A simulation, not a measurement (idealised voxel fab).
process module | voxel self aligned vias
cross-section cut | 280 nm wide | cells 5 nm
A cross-section is a grid of square cells, given in bands from the top down. A band is one or more rows of cells.
Each band's line starts with the height of the band's top and of its bottom, in nm. Then come its materials from left to right, each with its width in nm. One material with "throughout" fills the band from edge to edge. "air" is empty space.
Height 0 is the level under which the wafer as received is all one material. The lowest band goes on downwards, as in "0 down".
A width such as "30 to 40" changes by the same amount from each row of cells to the next, from the band's top row to its bottom row.
"no change" after a step means that no cell of the cross-section changed.
closed voids: empty space of 8 cells or more with no open way to the top, each as width x height at its distance from the left edge, in nm
after a step's settings: what the simulator itself notes on the step
overlay nm, on a step with a mask: how far to the right of its planned place the mask lay; to the left if negative
plan
1 op RECEIVE | material Si
2 op CONFORMAL_DEP | material SiO2 | thk nm 10
3 op CONFORMAL_DEP | material SiCN | thk nm 5
4 op DIRECTIONAL_DEP | material SiO2 | thk nm 30
5 op MASKED_ETCH | tone open | mask id LINES | width nm 30 | pitch nm 70 | etch materials SiO2 | depth nm 30 | overlay nm 0
6 op CONFORMAL_DEP | material TiN | thk nm 5
7 op FILL_DEP | material Ru | thk nm 10
8 op CMP | height nm 45
9 op SELECTIVE_ETCH | etch materials W Ru TiN | depth nm 5
10 op FILL_DEP | material SiN | thk nm 5
11 op CMP | height nm 45
12 op DIRECTIONAL_DEP | material SiO2 | thk nm 20
13 op MASKED_ETCH | tone open | mask id VIAS | width nm 50 | etch materials SiO2 | depth nm 20 | overlay nm 0
14 op MASKED_ETCH | tone open | mask id VIAS | width nm 50 | etch materials SiN | depth nm 5 | overlay nm 0
15 op CONFORMAL_DEP | material TiN | thk nm 5
16 op FILL_DEP | material W | thk nm 10
17 op CMP | height nm 65
18 op CONFORMAL_DEP | material SiCN | thk nm 5
as received, after step 1
  0 down: Si throughout
  closed voids: none
a wafer at the end: this start, this plan, one mistake
  70 to 65: SiCN throughout
  65 to 50: SiO2 85 | TiN 5 | W 30 | TiN 5 | SiO2 155
  50 to 45: SiO2 85 | TiN 10 | W 20 | TiN 10 | SiO2 155
  45 to 40: SiO2 90 | TiN 30 | SiO2 40 | SiN 30 | SiO2 90
  40 to 20: SiO2 90 | TiN 5 | Ru 20 | TiN 5 | SiO2 40 | TiN 5 | Ru 20 | TiN 5 | SiO2 90
  20 to 15: SiO2 90 | TiN 30 | SiO2 40 | TiN 30 | SiO2 90
  15 to 10: SiCN throughout
  10 to 0: SiO2 throughout
  0 down: Si throughout
  closed voids: none
what went wrong: step 13 ran as: op MASKED_ETCH | tone open | mask id VIAS | width nm 40 | etch materials SiO2 | depth nm 20 | overlay nm 0
